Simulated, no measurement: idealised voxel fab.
Process module in this document: voxel self aligned contacts
The figure presents cross-section cut, which has a width of 245 nm and is divided into square cells with an edge length of 5 nm.
Each cross-section below is a grid of square cells, stated as bands in top-down order, with one or more rows of cells making up each band.
Band: top and bottom heights (nm) first, top before bottom; then materials from left to right, widths in nm. "all across" marks a sole material filling the band edge to edge. "air" denotes empty space.
Where do heights start? At 0: under that level the wafer as delivered is made of one material only. And the lowest band has no floor; it just carries on downward, as in "z 0 and below".
Top row gets the first number, bottom row gets the second, and each row in between changes by the same step: that is how a band width like "30..40" works.
Basically "identical to before" means that step didn't change any cell in the cross-section.
If an empty space has no open way to the top and is at least 8 cells in size, "Closed cavity list" lists it, written width x height at distance, where distance is measured from the left edge and every value is in nm.
Text after the settings on a step's line: the simulator's own remark on that step.
The "overlay nm" setting may appear on a step's line; for a step that uses a mask, it gives how far to the right of its planned position the mask lay, and a negative value indicates the left.

**Set out below are the planned steps of the process**
| 1 | RECEIVE (material Si) |
| 2 | CONFORMAL_DEP (material SiO2; thk nm 5) |
| 3 | DIRECTIONAL_DEP (material polySi; thk nm 20) |
| 4 | DIRECTIONAL_DEP (material SiN; thk nm 20) |
| 5 | DIRECTIONAL_DEP (material aC; thk nm 10) |
| 6 | PATTERN (tone cover; mask id GATE; material resist; width nm 25; pitch nm 55; thk nm 25; overlay nm 0) |
| 7 | DIRECTIONAL_ETCH (etch materials aC; depth nm 10) |
| 8 | STRIP (etch materials resist) |
| 9 | DIRECTIONAL_ETCH (etch materials SiN; depth nm 20) |
| 10 | DIRECTIONAL_ETCH (etch materials polySi; depth nm 20) |
| 11 | STRIP (etch materials aC) |
| 12 | CONFORMAL_DEP (material SiN; thk nm 5) |
| 13 | DIRECTIONAL_ETCH (etch materials SiN; depth nm 5) |
| 14 | FILL_DEP (material SiO2; thk nm 15) |
| 15 | CMP (height nm 55) |
| 16 | MASKED_ETCH (tone open; mask id CONTACT; width nm 40; pitch nm 55; etch materials SiO2; depth nm 55; overlay nm 0) |
| 17 | CONFORMAL_DEP (material TiN; thk nm 5) |
| 18 | FILL_DEP (material Ru; thk nm 5) |
| 19 | CMP (height nm 55) |
| 20 | CONFORMAL_DEP (material SiCN; thk nm 5) |
Among the wafers covered here, the point of difference is the thk nm at step 12; their starting state is shared, and the plan presents the value of the first wafer.

**This is how the first of several wafers looked in cross-section when it arrived, which is after step 1**
> z 0 and below: Si all across
> Closed cavity list: none

**Here's the first of several wafers in cross-section, end of the module, after the last step, step 20**
> z 60 to 55: SiCN all across
> z 55 to 45: SiO2: 75, TiN: 5..15, Ru: 30..10, TiN: 5..15, SiO2: 15, TiN: 5..15, Ru: 30..10, TiN: 5..15, SiO2: 75
> z 45 to 25: SiO2: 50, SiN: 35, TiN: 5, Ru: 10, TiN: 5, SiN: 35, TiN: 5, Ru: 10, TiN: 5, SiN: 35, SiO2: 50
> z 25 to 5: SiO2: 50, SiN: 5, polySi: 25, SiN: 5, TiN: 5, Ru: 10, TiN: 5, SiN: 5, polySi: 25, SiN: 5, TiN: 5, Ru: 10, TiN: 5, SiN: 5, polySi: 25, SiN: 5, SiO2: 50
> z 5 to 0: SiO2: 85, TiN: 20, SiO2: 35, TiN: 20, SiO2: 85
> z 0 and below: Si all across
> Closed cavity list: none

**Cross-section, last wafer, module completion**
> z 60 to 55: SiCN all across
> z 55 to 25: SiO2: 35, SiN: 175, SiO2: 35
> z 25 to 20: SiO2: 35, SiN: 20, polySi: 25, SiN: 30, polySi: 25, SiN: 30, polySi: 25, SiN: 20, SiO2: 35
> z 20 to 5: SiN: 55, polySi: 25, SiN: 30, polySi: 25, SiN: 30, polySi: 25, SiN: 55
> z 5 to 0: SiO2 all across
> z 0 and below: Si all across
> Closed cavity list: none

**Tabulated below, wafer by wafer, are the end-of-module results: for each material, the number of cells gained (+) or lost (-) relative to the as-received state, followed by the closed voids**
thk nm 5 | +48 Ru | +49 SiCN | +108 SiN | +267 SiO2 | +56 TiN | +60 polySi | Closed cavity list: none
thk nm 10 | +49 SiCN | +205 SiN | +226 SiO2 | +48 TiN | +60 polySi | Closed cavity list: none
thk nm 15 | +49 SiCN | +302 SiN | +177 SiO2 | +60 polySi | Closed cavity list: none
thk nm 20 | +49 SiCN | +332 SiN | +147 SiO2 | +60 polySi | Closed cavity list: none
